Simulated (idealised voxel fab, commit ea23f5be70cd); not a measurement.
process module | voxel self aligned vias
cross-section cut | 295 nm wide | cells 5 nm
A cross-section is a grid of square cells, given in bands from the top down. A band is one or more rows of cells.
Each band's line starts with the height of the band's top and of its bottom, in nm. Then come its materials from left to right, each with its width in nm. One material with "throughout" fills the band from edge to edge. "air" is empty space.
Height 0 is the level under which the wafer as received is all one material. The lowest band goes on downwards, as in "0 down".
A width such as "30 to 40" changes by the same amount from each row of cells to the next, from the band's top row to its bottom row.
"no change" after a step means that no cell of the cross-section changed.
closed voids: empty space of 8 cells or more with no open way to the top, each as width x height at its distance from the left edge, in nm
after a step's settings: what the simulator itself notes on the step
overlay nm, on a step with a mask: how far to the right of its planned place the mask lay; to the left if negative
plan
1 op RECEIVE | material Si
2 op CONFORMAL_DEP | material SiO2 | thk nm 15
3 op CONFORMAL_DEP | material SiCN | thk nm 5
4 op DIRECTIONAL_DEP | material lowk | thk nm 25
5 op MASKED_ETCH | tone open | mask id LINES | width nm 20 | pitch nm 70 | etch materials lowk | depth nm 25 | overlay nm 0
6 op CONFORMAL_DEP | material TiN | thk nm 5
7 op FILL_DEP | material W | thk nm 10
8 op CMP | height nm 45
9 op SELECTIVE_ETCH | etch materials W Ru TiN | depth nm 10
10 op FILL_DEP | material SiN | thk nm 5
11 op CMP | height nm 45
12 op DIRECTIONAL_DEP | material lowk | thk nm 20
13 op DIRECTIONAL_DEP | material aC | thk nm 15
14 op PATTERN | tone open | mask id VIAS | material resist | width nm 40 | pitch nm 70 | thk nm 35 | overlay nm 0
15 op DIRECTIONAL_ETCH | etch materials aC | depth nm 15
16 op STRIP | etch materials resist
17 op DIRECTIONAL_ETCH | etch materials lowk | depth nm 20
18 op DIRECTIONAL_ETCH | etch materials SiN | depth nm 10
19 op STRIP | etch materials aC
20 op CONFORMAL_DEP | material TiN | thk nm 5
21 op FILL_DEP | material Cu | thk nm 10
22 op CMP | height nm 65
23 op CONFORMAL_DEP | material SiCN | thk nm 5
first wafer, as planned
as received, after step 1
  0 down: Si throughout
  closed voids: none
after step 2
  15 to 0: SiO2 throughout
  below 0: unchanged
after step 3
  20 to 15: SiCN throughout
  below 15: unchanged
after step 4
  45 to 20: lowk throughout
  below 20: unchanged
after step 5
  45 to 20: lowk 65 | air 20 | lowk 50 | air 20 | lowk 50 | air 20 | lowk 70
  below 20: unchanged
after step 6
  50 to 45: TiN 70 | air 10 | TiN 60 | air 10 | TiN 60 | air 10 | TiN 75
  45 to 25: lowk 65 | TiN 5 | air 10 | TiN 5 | lowk 50 | TiN 5 | air 10 | TiN 5 | lowk 50 | TiN 5 | air 10 | TiN 5 | lowk 70
  25 to 20: lowk 65 | TiN 20 | lowk 50 | TiN 20 | lowk 50 | TiN 20 | lowk 70
  below 20: unchanged
after step 7
  60 to 50: W throughout
  50 to 45: TiN 70 | W 10 | TiN 60 | W 10 | TiN 60 | W 10 | TiN 75
  45 to 25: lowk 65 | TiN 5 | W 10 | TiN 5 | lowk 50 | TiN 5 | W 10 | TiN 5 | lowk 50 | TiN 5 | W 10 | TiN 5 | lowk 70
  below 25: unchanged
after step 8
  45 to 25: lowk 65 | TiN 5 | W 10 | TiN 5 | lowk 50 | TiN 5 | W 10 | TiN 5 | lowk 50 | TiN 5 | W 10 | TiN 5 | lowk 70
  below 25: unchanged
after step 9
  45 to 35: lowk 65 | air 20 | lowk 50 | air 20 | lowk 50 | air 20 | lowk 70
  below 35: unchanged
after step 10
  50 to 45: SiN throughout
  45 to 35: lowk 65 | SiN 20 | lowk 50 | SiN 20 | lowk 50 | SiN 20 | lowk 70
  below 35: unchanged
after step 11
  45 to 35: lowk 65 | SiN 20 | lowk 50 | SiN 20 | lowk 50 | SiN 20 | lowk 70
  below 35: unchanged
after step 12
  65 to 45: lowk throughout
  below 45: unchanged
after step 13
  80 to 65: aC throughout
  below 65: unchanged
after step 14
  115 to 80: resist 55 | air 40 | resist 30 | air 40 | resist 30 | air 40 | resist 60
  below 80: unchanged
after step 15
  100 to 80: resist 55 | air 40 | resist 30 | air 40 | resist 30 | air 40 | resist 60
  80 to 65: aC 55 | air 40 | aC 30 | air 40 | aC 30 | air 40 | aC 60
  below 65: unchanged
after step 16
  80 to 65: aC 55 | air 40 | aC 30 | air 40 | aC 30 | air 40 | aC 60
  below 65: unchanged
after step 17
  80 to 65: aC 55 | air 40 | aC 30 | air 40 | aC 30 | air 40 | aC 60
  65 to 45: lowk 55 | air 40 | lowk 30 | air 40 | lowk 30 | air 40 | lowk 60
  below 45: unchanged
after step 18
  80 to 65: aC 55 | air 40 | aC 30 | air 40 | aC 30 | air 40 | aC 60
  65 to 45: lowk 55 | air 40 | lowk 30 | air 40 | lowk 30 | air 40 | lowk 60
  45 to 35: lowk 65 | air 20 | lowk 50 | air 20 | lowk 50 | air 20 | lowk 70
  below 35: unchanged
after step 19
  65 to 45: lowk 55 | air 40 | lowk 30 | air 40 | lowk 30 | air 40 | lowk 60
  below 45: unchanged
after step 20
  70 to 65: TiN 60 | air 30 | TiN 40 | air 30 | TiN 40 | air 30 | TiN 65
  65 to 50: lowk 55 | TiN 5 | air 30 | TiN 5 | lowk 30 | TiN 5 | air 30 | TiN 5 | lowk 30 | TiN 5 | air 30 | TiN 5 | lowk 60
  50 to 40: lowk 55 to 65 | TiN 15 to 5 | air 10 | TiN 15 to 5 | lowk 30 to 50 | TiN 15 to 5 | air 10 | TiN 15 to 5 | lowk 30 to 50 | TiN 15 to 5 | air 10 | TiN 15 to 5 | lowk 60 to 70
  40 to 35: lowk 65 | TiN 20 | lowk 50 | TiN 20 | lowk 50 | TiN 20 | lowk 70
  below 35: unchanged
after step 21
  80 to 70: Cu throughout
  70 to 65: TiN 60 | Cu 30 | TiN 40 | Cu 30 | TiN 40 | Cu 30 | TiN 65
  65 to 50: lowk 55 | TiN 5 | Cu 30 | TiN 5 | lowk 30 | TiN 5 | Cu 30 | TiN 5 | lowk 30 | TiN 5 | Cu 30 | TiN 5 | lowk 60
  50 to 40: lowk 55 to 65 | TiN 15 to 5 | Cu 10 | TiN 15 to 5 | lowk 30 to 50 | TiN 15 to 5 | Cu 10 | TiN 15 to 5 | lowk 30 to 50 | TiN 15 to 5 | Cu 10 | TiN 15 to 5 | lowk 60 to 70
  below 40: unchanged
after step 22
  65 to 50: lowk 55 | TiN 5 | Cu 30 | TiN 5 | lowk 30 | TiN 5 | Cu 30 | TiN 5 | lowk 30 | TiN 5 | Cu 30 | TiN 5 | lowk 60
  below 50: unchanged
after step 23
  70 to 65: SiCN throughout
  below 65: unchanged
second wafer: like start, like plan, one mistake. Through step 19 it matches the first wafer
when step 20 should have ended
  70 to 65: SiO2 60 | air 30 | SiO2 40 | air 30 | SiO2 40 | air 30 | SiO2 65
  65 to 50: lowk 55 | SiO2 5 | air 30 | SiO2 5 | lowk 30 | SiO2 5 | air 30 | SiO2 5 | lowk 30 | SiO2 5 | air 30 | SiO2 5 | lowk 60
  50 to 40: lowk 55 to 65 | SiO2 15 to 5 | air 10 | SiO2 15 to 5 | lowk 30 to 50 | SiO2 15 to 5 | air 10 | SiO2 15 to 5 | lowk 30 to 50 | SiO2 15 to 5 | air 10 | SiO2 15 to 5 | lowk 60 to 70
  40 to 35: lowk 65 | SiO2 20 | lowk 50 | SiO2 20 | lowk 50 | SiO2 20 | lowk 70
  below 35: unchanged
when step 21 should have ended
  80 to 70: Cu throughout
  70 to 65: SiO2 60 | Cu 30 | SiO2 40 | Cu 30 | SiO2 40 | Cu 30 | SiO2 65
  65 to 50: lowk 55 | SiO2 5 | Cu 30 | SiO2 5 | lowk 30 | SiO2 5 | Cu 30 | SiO2 5 | lowk 30 | SiO2 5 | Cu 30 | SiO2 5 | lowk 60
  50 to 40: lowk 55 to 65 | SiO2 15 to 5 | Cu 10 | SiO2 15 to 5 | lowk 30 to 50 | SiO2 15 to 5 | Cu 10 | SiO2 15 to 5 | lowk 30 to 50 | SiO2 15 to 5 | Cu 10 | SiO2 15 to 5 | lowk 60 to 70
  below 40: unchanged
when step 22 should have ended
  65 to 50: lowk 55 | SiO2 5 | Cu 30 | SiO2 5 | lowk 30 | SiO2 5 | Cu 30 | SiO2 5 | lowk 30 | SiO2 5 | Cu 30 | SiO2 5 | lowk 60
  below 50: unchanged
when step 23 should have ended
  70 to 65: SiCN throughout
  below 65: unchanged
what went wrong: step 20 ran as: op CONFORMAL_DEP | material SiO2 | thk nm 5
at the end the second wafer has, in cells: 54 more of SiO2 | 54 fewer of TiN
